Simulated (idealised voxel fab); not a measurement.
Title: Process Module voxel transistor to metal
Each square cell in cross-section cut measures 5 nm, and the section as a whole is 170 nm wide.
Format of a cross-section: grid, square cells. Given as bands. Order: top down. Band: one or more rows of cells. Top height, bottom height, nm. Materials left to right, width each, nm. Single material + "everywhere" = fills band edge to edge. "blank" = empty. Convention: height 0 is the level below which the wafer, as received, is all one material. The lowest band does not terminate at the bottom but continues downward, represented as "0 and below". When a width is written as two numbers, as in "30 to 40", the first number is the width in the top row of cells of the band and the second is the width in its bottom row, and the width changes by the same amount from each row to the next. "remained unchanged" for a step: no cell of the cross-section changed in that step. Reported under the label "Listed closed voids" are the empty spaces having no open way to the top and comprising 8 cells or more; the notation for each is width x height at distance, in which the distance is measured from the left edge and all three values are in nm. Whatever follows a step's settings on its line is a remark the simulator itself makes about that step. overlay nm: right-of-plan distance of the mask on a masked step; negative values mean left-of-plan.
Process steps (planned):
1,op RECEIVE | material Si
2,op OXIDIZE | depth nm 5
3,op CONFORMAL_DEP | material SiN | thk nm 10
4,op DIRECTIONAL_DEP | material aC | thk nm 10
5,op PATTERN | tone cover | mask id ACTIVE | material resist | width nm 105 | thk nm 25 | overlay nm 0
6,op DIRECTIONAL_ETCH | etch materials aC | depth nm 10
7,op STRIP | etch materials resist
8,op DIRECTIONAL_ETCH | etch materials SiN | depth nm 10
9,op DIRECTIONAL_ETCH | etch materials SiO2 | depth nm 5
10,op DIRECTIONAL_ETCH | etch materials Si | depth nm 20
11,op STRIP | etch materials aC
12,op FILL_DEP | material SiO2 | thk nm 10
13,op CMP | height nm 10
14,op SELECTIVE_ETCH | etch materials SiO2 | depth nm 10
15,op STRIP | etch materials SiN
16,op SELECTIVE_ETCH | etch materials SiO2 | depth nm 5
17,op OXIDIZE | depth nm 5
18,op DIRECTIONAL_DEP | material polySi | thk nm 25
19,op DIRECTIONAL_DEP | material SiCN | thk nm 10
20,op MASKED_ETCH | tone cover | mask id GATE | width nm 15 | etch materials SiCN | depth nm 20 | overlay nm 0
21,op MASKED_ETCH | tone cover | mask id GATE | width nm 15 | etch materials polySi | depth nm 35 | overlay nm 0
22,op CONFORMAL_DEP | material SiN | thk nm 10
23,op DIRECTIONAL_ETCH | etch materials SiN | depth nm 10
24,op DIRECTIONAL_ETCH | etch materials SiO2 | depth nm 5
25,op DIRECTIONAL_ETCH | etch materials Si | depth nm 10
26,op EPI | material pSi | thk nm 10
27,op FILL_DEP | material SiO2 | thk nm 5
28,op CMP | height nm 30
29,op DIRECTIONAL_DEP | material SiO2 | thk nm 10
30,op MASKED_ETCH | tone open | mask id CONTACT | width nm 30 | pitch nm 55 | etch materials SiO2 | depth nm 50 | overlay nm 0
31,op CONFORMAL_DEP | material TiN | thk nm 5
32,op FILL_DEP | material Ru | thk nm 5
33,op CMP | height nm 40
34,op DIRECTIONAL_DEP | material TiN | thk nm 5
35,op DIRECTIONAL_DEP | material W | thk nm 15
36,op MASKED_ETCH | tone cover | mask id METAL_1 | width nm 20 | pitch nm 65 | etch materials W | depth nm 15 | overlay nm 0
37,op MASKED_ETCH | tone cover | mask id METAL_1 | width nm 20 | pitch nm 65 | etch materials TiN | depth nm 5 | overlay nm 0
38,op FILL_DEP | material SiO2 | thk nm 10
39,op CMP | height nm 60
40,op CONFORMAL_DEP | material SiCN | thk nm 5
As received, after step 1:
> 0 and below | Si everywhere
> Listed closed voids: none
First of two wafers at the end of the module, shown in cross-section; run carried out as planned:
> 65 down to 60 | SiCN everywhere
> 60 down to 45 | 40 nm SiO2, then 20 nm W, then 45 nm SiO2, then 20 nm W, then 45 nm SiO2
> 45 down to 40 | 40 nm SiO2, then 20 nm TiN, then 45 nm SiO2, then 20 nm TiN, then 45 nm SiO2
> 40 down to 30 | 40 nm SiO2, then 5 nm TiN, then 20 to 15 nm Ru, then 5 to 10 nm TiN, then 25 nm SiO2, then 5 to 10 nm TiN, then 20 to 15 nm Ru, then 5 nm TiN, then 45 nm SiO2
> 30 down to 20 | 40 nm SiO2, then 5 nm TiN, then 15 nm Ru, then 5 nm TiN, then 10 nm SiN, then 15 nm SiCN, then 10 nm SiN, then 5 nm TiN, then 15 nm Ru, then 5 nm TiN, then 45 nm SiO2
> 20 down to 5 | 40 nm SiO2, then 5 nm TiN, then 15 nm Ru, then 5 nm TiN, then 10 nm SiN, then 15 nm polySi, then 10 nm SiN, then 5 nm TiN, then 15 nm Ru, then 5 nm TiN, then 45 nm SiO2
> 5 down to 0 | 40 nm SiO2, then 5 nm TiN, then 5 nm Ru, then 15 nm TiN, then 10 nm SiN, then 15 nm polySi, then 10 nm SiN, then 15 nm TiN, then 5 nm Ru, then 5 nm TiN, then 45 nm SiO2
> 0 down to -5 | 40 nm SiO2, then 5 nm TiN, then 5 nm Ru, then 5 nm TiN, then 10 nm pSi, then 10 nm SiN, then 15 nm polySi, then 10 nm SiN, then 10 nm pSi, then 5 nm TiN, then 5 nm Ru, then 5 nm TiN, then 45 nm SiO2
> -5 down to -10 | 40 nm SiO2, then 15 nm TiN, then 10 nm pSi, then 35 nm SiO2, then 10 nm pSi, then 15 nm TiN, then 45 nm SiO2
> -10 down to -20 | 30 nm SiO2, then 35 nm pSi, then 35 nm Si, then 35 nm pSi, then 35 nm SiO2
> -20 down to -25 | 30 nm SiO2, then 105 nm Si, then 35 nm SiO2
> -25 and below | Si everywhere
> Listed closed voids: none
What the second wafer looks like in cross-section once the module is done. Its start and its plan matched the first wafer's exactly; what differed was one mistake in how it was run:
> 65 down to 60 | SiCN everywhere
> 60 down to 45 | 40 nm SiO2, then 20 nm W, then 45 nm SiO2, then 20 nm W, then 45 nm SiO2
> 45 down to 40 | 40 nm SiO2, then 20 nm TiN, then 45 nm SiO2, then 20 nm TiN, then 45 nm SiO2
> 40 down to 30 | 40 nm SiO2, then 5 nm TiN, then 20 to 10 nm Ru, then 5 to 15 nm TiN, then 25 nm SiO2, then 5 to 15 nm TiN, then 20 to 10 nm Ru, then 5 nm TiN, then 45 nm SiO2
> 30 down to 20 | 40 nm SiO2, then 5 nm TiN, then 10 nm Ru, then 5 nm TiN, then 10 nm SiN, then 25 nm SiCN, then 10 nm SiN, then 5 nm TiN, then 10 nm Ru, then 5 nm TiN, then 45 nm SiO2
> 20 down to 5 | 40 nm SiO2, then 5 nm TiN, then 10 nm Ru, then 5 nm TiN, then 10 nm SiN, then 25 nm polySi, then 10 nm SiN, then 5 nm TiN, then 10 nm Ru, then 5 nm TiN, then 45 nm SiO2
> 5 down to 0 | 40 nm SiO2, then 20 nm TiN, then 10 nm SiN, then 25 nm polySi, then 10 nm SiN, then 20 nm TiN, then 45 nm SiO2
> 0 down to -5 | 40 nm SiO2, then 10 nm TiN, then 10 nm pSi, then 10 nm SiN, then 25 nm polySi, then 10 nm SiN, then 10 nm pSi, then 10 nm TiN, then 45 nm SiO2
> -5 down to -10 | 40 nm SiO2, then 10 nm TiN, then 10 nm pSi, then 45 nm SiO2, then 10 nm pSi, then 10 nm TiN, then 45 nm SiO2
> -10 down to -20 | 30 nm SiO2, then 30 nm pSi, then 45 nm Si, then 30 nm pSi, then 35 nm SiO2
> -20 down to -25 | 30 nm SiO2, then 105 nm Si, then 35 nm SiO2
> -25 and below | Si everywhere
> Listed closed voids: none
Here's what went sideways: step 20 was processed under conditions differing from the plan, specifically as op MASKED_ETCH | tone cover | mask id GATE | width nm 25 | etch materials SiCN | depth nm 20 | overlay nm 0
at the end the second wafer has, in cells: Ru: 16 fewer; Si: 4 more; SiCN: 4 more; SiO2: 2 more; pSi: 4 fewer; polySi: 10 more
